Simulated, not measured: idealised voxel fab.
process module | voxel gate over fins
cross-section cut | 165 nm wide | cells 5 nm
A cross-section is a grid of square cells, given in bands from the top down. A band is one or more rows of cells.
Each band's line starts with the height of the band's top and of its bottom, in nm. Then come its materials from left to right, each with its width in nm. One material with "throughout" fills the band from edge to edge. "air" is empty space.
Height 0 is the level under which the wafer as received is all one material. The lowest band goes on downwards, as in "0 down".
A width such as "30 to 40" changes by the same amount from each row of cells to the next, from the band's top row to its bottom row.
"no change" after a step means that no cell of the cross-section changed.
closed voids: empty space of 8 cells or more with no open way to the top, each as width x height at its distance from the left edge, in nm
after a step's settings: what the simulator itself notes on the step
overlay nm, on a step with a mask: how far to the right of its planned place the mask lay; to the left if negative
plan
1 op RECEIVE | material Si
2 op CONFORMAL_DEP | material SiN | thk nm 5
3 op PATTERN | tone cover | mask id FINS | material resist | width nm 15 | pitch nm 60 | thk nm 20 | overlay nm 0
4 op DIRECTIONAL_ETCH | etch materials SiN | depth nm 5
5 op DIRECTIONAL_ETCH | etch materials Si | depth nm 30
6 op STRIP | etch materials resist
7 op OXIDIZE | depth nm 5
8 op FILL_DEP | material SiO2 | thk nm 5
9 op CMP | height nm 5
10 op MASKED_ETCH | tone open | mask id RAIL | width nm 15 | etch materials SiO2 | depth nm 30 | overlay nm 0
11 op CONFORMAL_DEP | material TiN | thk nm 5
12 op FILL_DEP | material W | thk nm 10
13 op CMP | height nm 5
14 op SELECTIVE_ETCH | etch materials W Ru TiN | depth nm 25
15 op FILL_DEP | material SiO2 | thk nm 5
16 op CMP | height nm 5
17 op SELECTIVE_ETCH | etch materials SiO2 | depth nm 20
18 op STRIP | etch materials SiN
19 op CONFORMAL_DEP | material HfO2 | thk nm 5
20 op CONFORMAL_DEP | material TiN | thk nm 5
21 op FILL_DEP | material W | thk nm 15
22 op CMP | height nm 20
23 op CONFORMAL_DEP | material SiN | thk nm 10
first wafer, as planned
as received, after step 1
  0 down: Si throughout
  closed voids: none
after step 2
  5 to 0: SiN throughout
  below 0: unchanged
after step 3
  25 to 5: air 15 | resist 15 | air 45 | resist 15 | air 45 | resist 15 | air 15
  below 5: unchanged
after step 4
  25 to 5: air 15 | resist 15 | air 45 | resist 15 | air 45 | resist 15 | air 15
  5 to 0: air 15 | SiN 15 | air 45 | SiN 15 | air 45 | SiN 15 | air 15
  below 0: unchanged
after step 5
  25 to 5: air 15 | resist 15 | air 45 | resist 15 | air 45 | resist 15 | air 15
  5 to 0: air 15 | SiN 15 | air 45 | SiN 15 | air 45 | SiN 15 | air 15
  0 to -30: air 15 | Si 15 | air 45 | Si 15 | air 45 | Si 15 | air 15
  below -30: unchanged
after step 6
  5 to 0: air 15 | SiN 15 | air 45 | SiN 15 | air 45 | SiN 15 | air 15
  below 0: unchanged
after step 7
  5 to 0: air 15 | SiN 15 | air 45 | SiN 15 | air 45 | SiN 15 | air 15
  0 to -30: air 15 | SiO2 5 | Si 5 | SiO2 5 | air 45 | SiO2 5 | Si 5 | SiO2 5 | air 45 | SiO2 5 | Si 5 | SiO2 5 | air 15
  -30 to -35: SiO2 20 | Si 5 | SiO2 55 | Si 5 | SiO2 55 | Si 5 | SiO2 20
  below -35: unchanged
after step 8
  10 to 5: SiO2 throughout
  5 to 0: SiO2 15 | SiN 15 | SiO2 45 | SiN 15 | SiO2 45 | SiN 15 | SiO2 15
  0 to -35: SiO2 20 | Si 5 | SiO2 55 | Si 5 | SiO2 55 | Si 5 | SiO2 20
  below -35: unchanged
after step 9
  5 to 0: SiO2 15 | SiN 15 | SiO2 45 | SiN 15 | SiO2 45 | SiN 15 | SiO2 15
  below 0: unchanged
after step 10
  5 to 0: SiO2 15 | SiN 15 | SiO2 15 | air 15 | SiO2 15 | SiN 15 | SiO2 45 | SiN 15 | SiO2 15
  0 to -25: SiO2 20 | Si 5 | SiO2 20 | air 15 | SiO2 20 | Si 5 | SiO2 55 | Si 5 | SiO2 20
  below -25: unchanged
after step 11
  10 to 5: TiN 50 | air 5 | TiN 110
  5 to 0: SiO2 15 | SiN 15 | SiO2 15 | TiN 5 | air 5 | TiN 5 | SiO2 15 | SiN 15 | SiO2 45 | SiN 15 | SiO2 15
  0 to -20: SiO2 20 | Si 5 | SiO2 20 | TiN 5 | air 5 | TiN 5 | SiO2 20 | Si 5 | SiO2 55 | Si 5 | SiO2 20
  -20 to -25: SiO2 20 | Si 5 | SiO2 20 | TiN 15 | SiO2 20 | Si 5 | SiO2 55 | Si 5 | SiO2 20
  below -25: unchanged
after step 12
  20 to 10: W throughout
  10 to 5: TiN 50 | W 5 | TiN 110
  5 to 0: SiO2 15 | SiN 15 | SiO2 15 | TiN 5 | W 5 | TiN 5 | SiO2 15 | SiN 15 | SiO2 45 | SiN 15 | SiO2 15
  0 to -20: SiO2 20 | Si 5 | SiO2 20 | TiN 5 | W 5 | TiN 5 | SiO2 20 | Si 5 | SiO2 55 | Si 5 | SiO2 20
  below -20: unchanged
after step 13
  5 to 0: SiO2 15 | SiN 15 | SiO2 15 | TiN 5 | W 5 | TiN 5 | SiO2 15 | SiN 15 | SiO2 45 | SiN 15 | SiO2 15
  below 0: unchanged
after step 14
  5 to 0: SiO2 15 | SiN 15 | SiO2 15 | air 15 | SiO2 15 | SiN 15 | SiO2 45 | SiN 15 | SiO2 15
  0 to -20: SiO2 20 | Si 5 | SiO2 20 | air 15 | SiO2 20 | Si 5 | SiO2 55 | Si 5 | SiO2 20
  below -20: unchanged
after step 15
  10 to 5: SiO2 throughout
  5 to 0: SiO2 15 | SiN 15 | SiO2 45 | SiN 15 | SiO2 45 | SiN 15 | SiO2 15
  0 to -20: SiO2 20 | Si 5 | SiO2 55 | Si 5 | SiO2 55 | Si 5 | SiO2 20
  below -20: unchanged
after step 16
  5 to 0: SiO2 15 | SiN 15 | SiO2 45 | SiN 15 | SiO2 45 | SiN 15 | SiO2 15
  below 0: unchanged
after step 17
  5 to 0: air 15 | SiN 15 | air 45 | SiN 15 | air 45 | SiN 15 | air 15
  0 to -15: air 20 | Si 5 | air 55 | Si 5 | air 55 | Si 5 | air 20
  below -15: unchanged
after step 18
  0 to -15: air 20 | Si 5 | air 55 | Si 5 | air 55 | Si 5 | air 20
  below -15: unchanged
after step 19
  5 to 0: air 15 | HfO2 15 | air 45 | HfO2 15 | air 45 | HfO2 15 | air 15
  0 to -10: air 15 | HfO2 5 | Si 5 | HfO2 5 | air 45 | HfO2 5 | Si 5 | HfO2 5 | air 45 | HfO2 5 | Si 5 | HfO2 5 | air 15
  -10 to -15: HfO2 20 | Si 5 | HfO2 55 | Si 5 | HfO2 55 | Si 5 | HfO2 20
  below -15: unchanged
after step 20
  10 to 5: air 10 | TiN 25 | air 35 | TiN 25 | air 35 | TiN 25 | air 10
  5 to 0: air 10 | TiN 5 | HfO2 15 | TiN 5 | air 35 | TiN 5 | HfO2 15 | TiN 5 | air 35 | TiN 5 | HfO2 15 | TiN 5 | air 10
  0 to -5: air 10 | TiN 5 | HfO2 5 | Si 5 | HfO2 5 | TiN 5 | air 35 | TiN 5 | HfO2 5 | Si 5 | HfO2 5 | TiN 5 | air 35 | TiN 5 | HfO2 5 | Si 5 | HfO2 5 | TiN 5 | air 10
  -5 to -10: TiN 15 | HfO2 5 | Si 5 | HfO2 5 | TiN 45 | HfO2 5 | Si 5 | HfO2 5 | TiN 45 | HfO2 5 | Si 5 | HfO2 5 | TiN 15
  below -10: unchanged
after step 21
  25 to 10: W throughout
  10 to 5: W 10 | TiN 25 | W 35 | TiN 25 | W 35 | TiN 25 | W 10
  5 to 0: W 10 | TiN 5 | HfO2 15 | TiN 5 | W 35 | TiN 5 | HfO2 15 | TiN 5 | W 35 | TiN 5 | HfO2 15 | TiN 5 | W 10
  0 to -5: W 10 | TiN 5 | HfO2 5 | Si 5 | HfO2 5 | TiN 5 | W 35 | TiN 5 | HfO2 5 | Si 5 | HfO2 5 | TiN 5 | W 35 | TiN 5 | HfO2 5 | Si 5 | HfO2 5 | TiN 5 | W 10
  below -5: unchanged
after step 22
  20 to 10: W throughout
  below 10: unchanged
after step 23
  30 to 20: SiN throughout
  below 20: unchanged
second wafer: like start, like plan, one mistake. Through step 9 it matches the first wafer
when step 10 should have ended
  5 to 0: air 15 | SiN 15 | air 15 | SiO2 15 | air 15 | SiN 15 | air 45 | SiN 15 | air 15
  0 to -25: air 15 | SiO2 5 | Si 5 | SiO2 5 | air 15 | SiO2 15 | air 15 | SiO2 5 | Si 5 | SiO2 5 | air 45 | SiO2 5 | Si 5 | SiO2 5 | air 15
  below -25: unchanged
when step 11 should have ended
  10 to 5: air 10 | TiN 25 | air 5 | TiN 25 | air 5 | TiN 25 | air 35 | TiN 25 | air 10
  5 to 0: air 10 | TiN 5 | SiN 15 | TiN 5 | air 5 | TiN 5 | SiO2 15 | TiN 5 | air 5 | TiN 5 | SiN 15 | TiN 5 | air 35 | TiN 5 | SiN 15 | TiN 5 | air 10
  0 to -20: air 10 | TiN 5 | SiO2 5 | Si 5 | SiO2 5 | TiN 5 | air 5 | TiN 5 | SiO2 15 | TiN 5 | air 5 | TiN 5 | SiO2 5 | Si 5 | SiO2 5 | TiN 5 | air 35 | TiN 5 | SiO2 5 | Si 5 | SiO2 5 | TiN 5 | air 10
  -20 to -25: TiN 15 | SiO2 5 | Si 5 | SiO2 5 | TiN 15 | SiO2 15 | TiN 15 | SiO2 5 | Si 5 | SiO2 5 | TiN 45 | SiO2 5 | Si 5 | SiO2 5 | TiN 15
  below -25: unchanged
when step 12 should have ended
  20 to 10: W throughout
  10 to 5: W 10 | TiN 25 | W 5 | TiN 25 | W 5 | TiN 25 | W 35 | TiN 25 | W 10
  5 to 0: W 10 | TiN 5 | SiN 15 | TiN 5 | W 5 | TiN 5 | SiO2 15 | TiN 5 | W 5 | TiN 5 | SiN 15 | TiN 5 | W 35 | TiN 5 | SiN 15 | TiN 5 | W 10
  0 to -20: W 10 | TiN 5 | SiO2 5 | Si 5 | SiO2 5 | TiN 5 | W 5 | TiN 5 | SiO2 15 | TiN 5 | W 5 | TiN 5 | SiO2 5 | Si 5 | SiO2 5 | TiN 5 | W 35 | TiN 5 | SiO2 5 | Si 5 | SiO2 5 | TiN 5 | W 10
  below -20: unchanged
when step 13 should have ended
  5 to 0: W 10 | TiN 5 | SiN 15 | TiN 5 | W 5 | TiN 5 | SiO2 15 | TiN 5 | W 5 | TiN 5 | SiN 15 | TiN 5 | W 35 | TiN 5 | SiN 15 | TiN 5 | W 10
  below 0: unchanged
when step 14 should have ended
  5 to 0: air 15 | SiN 15 | air 15 | SiO2 15 | air 15 | SiN 15 | air 45 | SiN 15 | air 15
  0 to -20: air 15 | SiO2 5 | Si 5 | SiO2 5 | air 15 | SiO2 15 | air 15 | SiO2 5 | Si 5 | SiO2 5 | air 45 | SiO2 5 | Si 5 | SiO2 5 | air 15
  below -20: unchanged
when step 15 should have ended
  10 to 5: SiO2 throughout
  5 to 0: SiO2 15 | SiN 15 | SiO2 45 | SiN 15 | SiO2 45 | SiN 15 | SiO2 15
  0 to -20: SiO2 20 | Si 5 | SiO2 55 | Si 5 | SiO2 55 | Si 5 | SiO2 20
  below -20: unchanged
when step 16 should have ended
  5 to 0: SiO2 15 | SiN 15 | SiO2 45 | SiN 15 | SiO2 45 | SiN 15 | SiO2 15
  below 0: unchanged
when step 17 should have ended
  5 to 0: air 15 | SiN 15 | air 45 | SiN 15 | air 45 | SiN 15 | air 15
  0 to -15: air 20 | Si 5 | air 55 | Si 5 | air 55 | Si 5 | air 20
  below -15: unchanged
when step 18 should have ended
  0 to -15: air 20 | Si 5 | air 55 | Si 5 | air 55 | Si 5 | air 20
  below -15: unchanged
when step 19 should have ended
  5 to 0: air 15 | HfO2 15 | air 45 | HfO2 15 | air 45 | HfO2 15 | air 15
  0 to -10: air 15 | HfO2 5 | Si 5 | HfO2 5 | air 45 | HfO2 5 | Si 5 | HfO2 5 | air 45 | HfO2 5 | Si 5 | HfO2 5 | air 15
  -10 to -15: HfO2 20 | Si 5 | HfO2 55 | Si 5 | HfO2 55 | Si 5 | HfO2 20
  below -15: unchanged
when step 20 should have ended
  10 to 5: air 10 | TiN 25 | air 35 | TiN 25 | air 35 | TiN 25 | air 10
  5 to 0: air 10 | TiN 5 | HfO2 15 | TiN 5 | air 35 | TiN 5 | HfO2 15 | TiN 5 | air 35 | TiN 5 | HfO2 15 | TiN 5 | air 10
  0 to -5: air 10 | TiN 5 | HfO2 5 | Si 5 | HfO2 5 | TiN 5 | air 35 | TiN 5 | HfO2 5 | Si 5 | HfO2 5 | TiN 5 | air 35 | TiN 5 | HfO2 5 | Si 5 | HfO2 5 | TiN 5 | air 10
  -5 to -10: TiN 15 | HfO2 5 | Si 5 | HfO2 5 | TiN 45 | HfO2 5 | Si 5 | HfO2 5 | TiN 45 | HfO2 5 | Si 5 | HfO2 5 | TiN 15
  below -10: unchanged
when step 21 should have ended
  25 to 10: W throughout
  10 to 5: W 10 | TiN 25 | W 35 | TiN 25 | W 35 | TiN 25 | W 10
  5 to 0: W 10 | TiN 5 | HfO2 15 | TiN 5 | W 35 | TiN 5 | HfO2 15 | TiN 5 | W 35 | TiN 5 | HfO2 15 | TiN 5 | W 10
  0 to -5: W 10 | TiN 5 | HfO2 5 | Si 5 | HfO2 5 | TiN 5 | W 35 | TiN 5 | HfO2 5 | Si 5 | HfO2 5 | TiN 5 | W 35 | TiN 5 | HfO2 5 | Si 5 | HfO2 5 | TiN 5 | W 10
  below -5: unchanged
when step 22 should have ended
  20 to 10: W throughout
  below 10: unchanged
when step 23 should have ended
  30 to 20: SiN throughout
  below 20: unchanged
what went wrong: step 10 ran as: op MASKED_ETCH | tone cover | mask id RAIL | width nm 15 | etch materials SiO2 | depth nm 30 | overlay nm 0
at the end the second wafer has, in cells: 18 fewer of SiO2 | 18 more of TiN
